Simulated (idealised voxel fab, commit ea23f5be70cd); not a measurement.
process module | voxel tone inversion
cross-section cut | 230 nm wide | cells 5 nm
A cross-section is a grid of square cells, given in bands from the top down. A band is one or more rows of cells.
Each band's line starts with the height of the band's top and of its bottom, in nm. Then come its materials from left to right, each with its width in nm. One material with "throughout" fills the band from edge to edge. "air" is empty space.
Height 0 is the level under which the wafer as received is all one material. The lowest band goes on downwards, as in "0 down".
A width such as "30 to 40" changes by the same amount from each row of cells to the next, from the band's top row to its bottom row.
"no change" after a step means that no cell of the cross-section changed.
closed voids: empty space of 8 cells or more with no open way to the top, each as width x height at its distance from the left edge, in nm
after a step's settings: what the simulator itself notes on the step
overlay nm, on a step with a mask: how far to the right of its planned place the mask lay; to the left if negative
plan
1 op RECEIVE | material Si
2 op CONFORMAL_DEP | material SiN | thk nm 10
3 op DIRECTIONAL_DEP | material aC | thk nm 25
4 op PATTERN | tone cover | mask id POSTS | material resist | width nm 20 | pitch nm 35 | thk nm 35 | overlay nm 0
5 op DIRECTIONAL_ETCH | etch materials aC | depth nm 25
6 op STRIP | etch materials resist
7 op FILL_DEP | material lowk | thk nm 10
8 op CMP | height nm 35
9 op STRIP | etch materials aC
as received, after step 1
  0 down: Si throughout
  closed voids: none
first wafer at the end, as planned
  35 to 10: lowk 70 | air 20 | lowk 15 | air 20 | lowk 15 | air 20 | lowk 70
  10 to 0: SiN throughout
  0 down: Si throughout
  closed voids: none
second wafer at the end: like start, like plan, one mistake
  35 to 10: SiN 70 | air 20 | SiN 15 | air 20 | SiN 15 | air 20 | SiN 70
  10 to 0: SiN throughout
  0 down: Si throughout
  closed voids: none
what went wrong: step 7 ran as: op FILL_DEP | material SiN | thk nm 10
at the end the second wafer has, in cells: 170 more of SiN | 170 fewer of lowk
